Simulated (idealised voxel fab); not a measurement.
process module | voxel fin reveal
cross-section cut | 215 nm wide | cells 5 nm
A cross-section is a grid of square cells, given in bands from the top down. A band is one or more rows of cells.
Each band's line starts with the height of the band's top and of its bottom, in nm. Then come its materials from left to right, each with its width in nm. One material with "throughout" fills the band from edge to edge. "air" is empty space.
Height 0 is the level under which the wafer as received is all one material. The lowest band goes on downwards, as in "0 down".
A width such as "30 to 40" changes by the same amount from each row of cells to the next, from the band's top row to its bottom row.
"no change" after a step means that no cell of the cross-section changed.
closed voids: empty space of 8 cells or more with no open way to the top, each as width x height at its distance from the left edge, in nm
after a step's settings: what the simulator itself notes on the step
overlay nm, on a step with a mask: how far to the right of its planned place the mask lay; to the left if negative
plan
1 op RECEIVE | material Si
2 op CONFORMAL_DEP | material SiN | thk nm 10
3 op DIRECTIONAL_DEP | material aC | thk nm 10
4 op PATTERN | tone cover | mask id FINS | material resist | width nm 15 | pitch nm 40 | thk nm 25 | overlay nm 0
5 op DIRECTIONAL_ETCH | etch materials aC | depth nm 10
6 op STRIP | etch materials resist
7 op DIRECTIONAL_ETCH | etch materials SiN | depth nm 10
8 op DIRECTIONAL_ETCH | etch materials Si | depth nm 30
9 op STRIP | etch materials aC
10 op OXIDIZE | depth nm 5
11 op FILL_DEP | material SiO2 | thk nm 10
12 op CMP | height nm 10
13 op SELECTIVE_ETCH | etch materials SiO2 | depth nm 25
14 op STRIP | etch materials SiN
as received, after step 1
  0 down: Si throughout
  closed voids: none
first wafer at the end, as planned
  0 to -15: air 65 | Si 5 | air 35 | Si 5 | air 35 | Si 5 | air 65
  -15 to -35: SiO2 65 | Si 5 | SiO2 35 | Si 5 | SiO2 35 | Si 5 | SiO2 65
  -35 down: Si throughout
  closed voids: none
second wafer at the end: like start, like plan, one mistake
  0 to -15: air 65 | Si 5 | air 35 | Si 5 | air 35 | Si 5 | air 65
  -15 to -45: SiO2 65 | Si 5 | SiO2 35 | Si 5 | SiO2 35 | Si 5 | SiO2 65
  -45 down: Si throughout
  closed voids: none
what went wrong: step 8 ran as: op DIRECTIONAL_ETCH | etch materials Si | depth nm 40
at the end the second wafer has, in cells: 80 fewer of Si | 80 more of SiO2
